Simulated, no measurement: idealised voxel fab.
The name of this process module is voxel lift off.
Cross-sectional view cut (width: 215 nm; square cell size: 5 nm).
Bands, listed from the top down, are how a cross-section gets written in this document; the cross-section itself is a grid of square cells, and a band is one or more rows of them. For a band, the entry starts with two heights in nm, that of the top and then that of the bottom, and carries on with the band's materials in order from left to right, each alongside its width in nm; the word "full width" beside a single material means it fills the band edge to edge, and "air" means empty space. Height 0 is the level under which the wafer as received is all one material. The lowest band goes on downwards, as in "0 -> down". Read "30->40" as a graded width: first number on top, second number at the bottom, same change between each pair of neighbouring rows. For the purposes of this document, the phrase "no alteration" attached to a step denotes that no cell within the cross-section was modified by that step. "Enclosed void catalog": empty spaces of 8 cells or more with no open way to the top, each given as width x height at distance, distance from the left edge, all in nm. On each step's line, the part that comes after the settings is the simulator's own comment on the step. overlay nm: how far to the right of its planned place the mask lay on this masked step (negative: to the left).

# Steps in the process plan
1 RECEIVE, material Si
2 CONFORMAL_DEP, material Al2O3, thk nm 10
3 PATTERN, tone open, mask id LINES, material resist, width nm 25, pitch nm 45, thk nm 25, overlay nm -10
4 DIRECTIONAL_DEP, material Ru, thk nm 15
5 STRIP, etch materials resist
6 CONFORMAL_DEP, material SiCN, thk nm 5
Split variable: overlay nm, step 3. Plan value = first wafer. Wafers start alike.

# The first of several wafers as received, shown in cross-section; this is its state after step 1
* 0 -> down = Si full width
* Enclosed void catalog: none

# Heads up, this table goes wafer by wafer. A row tells you, at the end of the module, how many cells of each material that wafer has put on (+) or dropped (-) since it was received, and then its closed voids
overlay nm -10, +86 Al2O3, +60 Ru, +67 SiCN, Enclosed void catalog: none
overlay nm -5, +86 Al2O3, +60 Ru, +67 SiCN, Enclosed void catalog: none
overlay nm 0, +86 Al2O3, +60 Ru, +67 SiCN, Enclosed void catalog: none
overlay nm 5, +86 Al2O3, +60 Ru, +67 SiCN, Enclosed void catalog: none
overlay nm 10, +86 Al2O3, +60 Ru, +67 SiCN, Enclosed void catalog: none
overlay nm 15, +86 Al2O3, +60 Ru, +67 SiCN, Enclosed void catalog: none
